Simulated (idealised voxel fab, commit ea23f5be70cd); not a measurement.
Process module in this document: voxel self aligned contacts
In the cross-section labelled cut, the width is 270 nm and each square cell is 5 nm.
A cross-section is a grid of square cells, given in bands from the top down. A band is one or more rows of cells. Band entry format. Leading values: height of top, height of bottom, nm. Remainder: materials in left-to-right order, each with its width in nm. Special words: "full width" on a single material, which then fills the band edge to edge; "empty", empty space. Heights from 0 (as-received wafer is one material below). Bottom band endless downward, as "top 0, no bottom". Quick explanation for "30..40": the width changes in equal steps down the rows of cells, from the first number in the band's top row to the second number in its bottom row. Take "left unchanged" at face value: in the step it is given for, the cross-section changed in none of its cells. The list in "Trapped cavities" covers empty spaces of 8 cells or more that cannot reach the top through any open way, and it gives each as width x height at distance; the distance is from the left edge, and width, height and distance are in nm. If you see something after the settings on a step's line, that's the simulator's own remark about that step. overlay nm: for a step with a mask, the amount by which the mask lay right of where it was planned; a negative amount means left of it.

This section lists the process steps that were planned
- 1: RECEIVE,material Si
- 2: OXIDIZE,depth nm 5
- 3: DIRECTIONAL_DEP,material polySi,thk nm 20
- 4: DIRECTIONAL_DEP,material SiN,thk nm 20
- 5: MASKED_ETCH,tone cover,mask id GATE,width nm 25,pitch nm 60,etch materials SiN,depth nm 20,overlay nm 0
- 6: MASKED_ETCH,tone cover,mask id GATE,width nm 25,pitch nm 60,etch materials polySi,depth nm 20,overlay nm 0
- 7: CONFORMAL_DEP,material SiN,thk nm 5
- 8: DIRECTIONAL_ETCH,etch materials SiN,depth nm 5
- 9: FILL_DEP,material SiO2,thk nm 10
- 10: CMP,height nm 45
- 11: PATTERN,tone open,mask id CONTACT,material resist,width nm 45,thk nm 15,overlay nm 0
- 12: DIRECTIONAL_ETCH,etch materials SiO2,depth nm 50
- 13: STRIP,etch materials resist
- 14: CONFORMAL_DEP,material TiN,thk nm 5
- 15: FILL_DEP,material W,thk nm 5
- 16: CMP,height nm 45
- 17: CONFORMAL_DEP,material SiCN,thk nm 5

first wafer, as planned

Cross-section of the incoming wafer, state after step 1
	top 0, no bottom = Si full width
	Trapped cavities: none

How the wafer stands in section after step 2
	top 0, bottom -5 = SiO2 full width
	Everything below -5 is unchanged.

How the wafer stands in section after step 3
	top 20, bottom 0 = polySi full width
	Everything below 0 is unchanged.

How the wafer stands in section after step 4
	top 40, bottom 20 = SiN full width
	Everything below 20 is unchanged.

How the wafer stands in section after step 5
	top 40, bottom 20 = empty (90) / SiN (25) / empty (35) / SiN (25) / empty (95)
	Everything below 20 is unchanged.

How the wafer stands in section after step 6
	top 40, bottom 20 = empty (90) / SiN (25) / empty (35) / SiN (25) / empty (95)
	top 20, bottom 0 = empty (90) / polySi (25) / empty (35) / polySi (25) / empty (95)
	Everything below 0 is unchanged.

How the wafer stands in section after step 7
	top 45, bottom 20 = empty (85) / SiN (35) / empty (25) / SiN (35) / empty (90)
	top 20, bottom 5 = empty (85) / SiN (5) / polySi (25) / SiN (5) / empty (25) / SiN (5) / polySi (25) / SiN (5) / empty (90)
	top 5, bottom 0 = SiN (90) / polySi (25) / SiN (35) / polySi (25) / SiN (95)
	Everything below 0 is unchanged.

How the wafer stands in section after step 8
	top 40, bottom 20 = empty (85) / SiN (35) / empty (25) / SiN (35) / empty (90)
	top 20, bottom 0 = empty (85) / SiN (5) / polySi (25) / SiN (5) / empty (25) / SiN (5) / polySi (25) / SiN (5) / empty (90)
	Everything below 0 is unchanged.

How the wafer stands in section after step 9
	top 50, bottom 40 = SiO2 full width
	top 40, bottom 20 = SiO2 (85) / SiN (35) / SiO2 (25) / SiN (35) / SiO2 (90)
	top 20, bottom 0 = SiO2 (85) / SiN (5) / polySi (25) / SiN (5) / SiO2 (25) / SiN (5) / polySi (25) / SiN (5) / SiO2 (90)
	Everything below 0 is unchanged.

How the wafer stands in section after step 10
	top 45, bottom 40 = SiO2 full width
	Everything below 40 is unchanged.

How the wafer stands in section after step 11
	top 60, bottom 45 = resist (110) / empty (45) / resist (115)
	Everything below 45 is unchanged.

How the wafer stands in section after step 12
	top 60, bottom 45 = resist (110) / empty (45) / resist (115)
	top 45, bottom 40 = SiO2 (110) / empty (45) / SiO2 (115)
	top 40, bottom 20 = SiO2 (85) / SiN (35) / empty (25) / SiN (35) / SiO2 (90)
	top 20, bottom 0 = SiO2 (85) / SiN (5) / polySi (25) / SiN (5) / empty (25) / SiN (5) / polySi (25) / SiN (5) / SiO2 (90)
	top 0, bottom -5 = SiO2 (120) / empty (25) / SiO2 (125)
	Everything below -5 is unchanged.

How the wafer stands in section after step 13
	top 45, bottom 40 = SiO2 (110) / empty (45) / SiO2 (115)
	Everything below 40 is unchanged.

How the wafer stands in section after step 14
	top 50, bottom 45 = TiN (115) / empty (35) / TiN (120)
	top 45, bottom 40 = SiO2 (110) / TiN (15) / empty (15) / TiN (15) / SiO2 (115)
	top 40, bottom 20 = SiO2 (85) / SiN (35) / TiN (5) / empty (15) / TiN (5) / SiN (35) / SiO2 (90)
	top 20, bottom 0 = SiO2 (85) / SiN (5) / polySi (25) / SiN (5) / TiN (5) / empty (15) / TiN (5) / SiN (5) / polySi (25) / SiN (5) / SiO2 (90)
	top 0, bottom -5 = SiO2 (120) / TiN (25) / SiO2 (125)
	Everything below -5 is unchanged.

How the wafer stands in section after step 15
	top 55, bottom 50 = W full width
	top 50, bottom 45 = TiN (115) / W (35) / TiN (120)
	top 45, bottom 40 = SiO2 (110) / TiN (15) / W (15) / TiN (15) / SiO2 (115)
	top 40, bottom 20 = SiO2 (85) / SiN (35) / TiN (5) / W (15) / TiN (5) / SiN (35) / SiO2 (90)
	top 20, bottom 0 = SiO2 (85) / SiN (5) / polySi (25) / SiN (5) / TiN (5) / W (15) / TiN (5) / SiN (5) / polySi (25) / SiN (5) / SiO2 (90)
	Everything below 0 is unchanged.

How the wafer stands in section after step 16
	top 45, bottom 40 = SiO2 (110) / TiN (15) / W (15) / TiN (15) / SiO2 (115)
	Everything below 40 is unchanged.

How the wafer stands in section after step 17
	top 50, bottom 45 = SiCN full width
	Everything below 45 is unchanged.

The second wafer: identical to the first at the outset and in its planned sequence, differing only in that one mistake was made during processing; up to and including step 3, its path is the first wafer's path

Second wafer, cross-section, planned end of step 4
	top 40, bottom 20 = SiO2 full width
	Everything below 20 is unchanged.

Second wafer, cross-section, planned end of step 5: left unchanged

Second wafer, cross-section, planned end of step 6: left unchanged

Second wafer, cross-section, planned end of step 7
	top 45, bottom 40 = SiN full width
	Everything below 40 is unchanged.

Second wafer, cross-section, planned end of step 8
	top 40, bottom 20 = SiO2 full width
	Everything below 20 is unchanged.

Second wafer, cross-section, planned end of step 9
	top 50, bottom 20 = SiO2 full width
	Everything below 20 is unchanged.

Second wafer, cross-section, planned end of step 10
	top 45, bottom 20 = SiO2 full width
	Everything below 20 is unchanged.

Second wafer, cross-section, planned end of step 11
	top 60, bottom 45 = resist (110) / empty (45) / resist (115)
	Everything below 45 is unchanged.

Second wafer, cross-section, planned end of step 12
	top 60, bottom 45 = resist (110) / empty (45) / resist (115)
	top 45, bottom 20 = SiO2 (110) / empty (45) / SiO2 (115)
	Everything below 20 is unchanged.

Second wafer, cross-section, planned end of step 13
	top 45, bottom 20 = SiO2 (110) / empty (45) / SiO2 (115)
	Everything below 20 is unchanged.

Second wafer, cross-section, planned end of step 14
	top 50, bottom 45 = TiN (115) / empty (35) / TiN (120)
	top 45, bottom 25 = SiO2 (110) / TiN (5) / empty (35) / TiN (5) / SiO2 (115)
	top 25, bottom 20 = SiO2 (110) / TiN (45) / SiO2 (115)
	Everything below 20 is unchanged.

Second wafer, cross-section, planned end of step 15
	top 55, bottom 50 = W full width
	top 50, bottom 45 = TiN (115) / W (35) / TiN (120)
	top 45, bottom 25 = SiO2 (110) / TiN (5) / W (35) / TiN (5) / SiO2 (115)
	Everything below 25 is unchanged.

Second wafer, cross-section, planned end of step 16
	top 45, bottom 25 = SiO2 (110) / TiN (5) / W (35) / TiN (5) / SiO2 (115)
	Everything below 25 is unchanged.

Second wafer, cross-section, planned end of step 17
	top 50, bottom 45 = SiCN full width
	Everything below 45 is unchanged.
The plan and the run diverged here: step 4 ran with different settings than intended, the actual operation and settings being DIRECTIONAL_DEP,material SiO2,thk nm 20
In the final state, the cell counts of the second wafer exceed or fall short of those of the first for the following materials: SiN: 72 fewer; SiO2: 95 fewer; TiN: 10 fewer; W: 1 more; polySi: 176 more
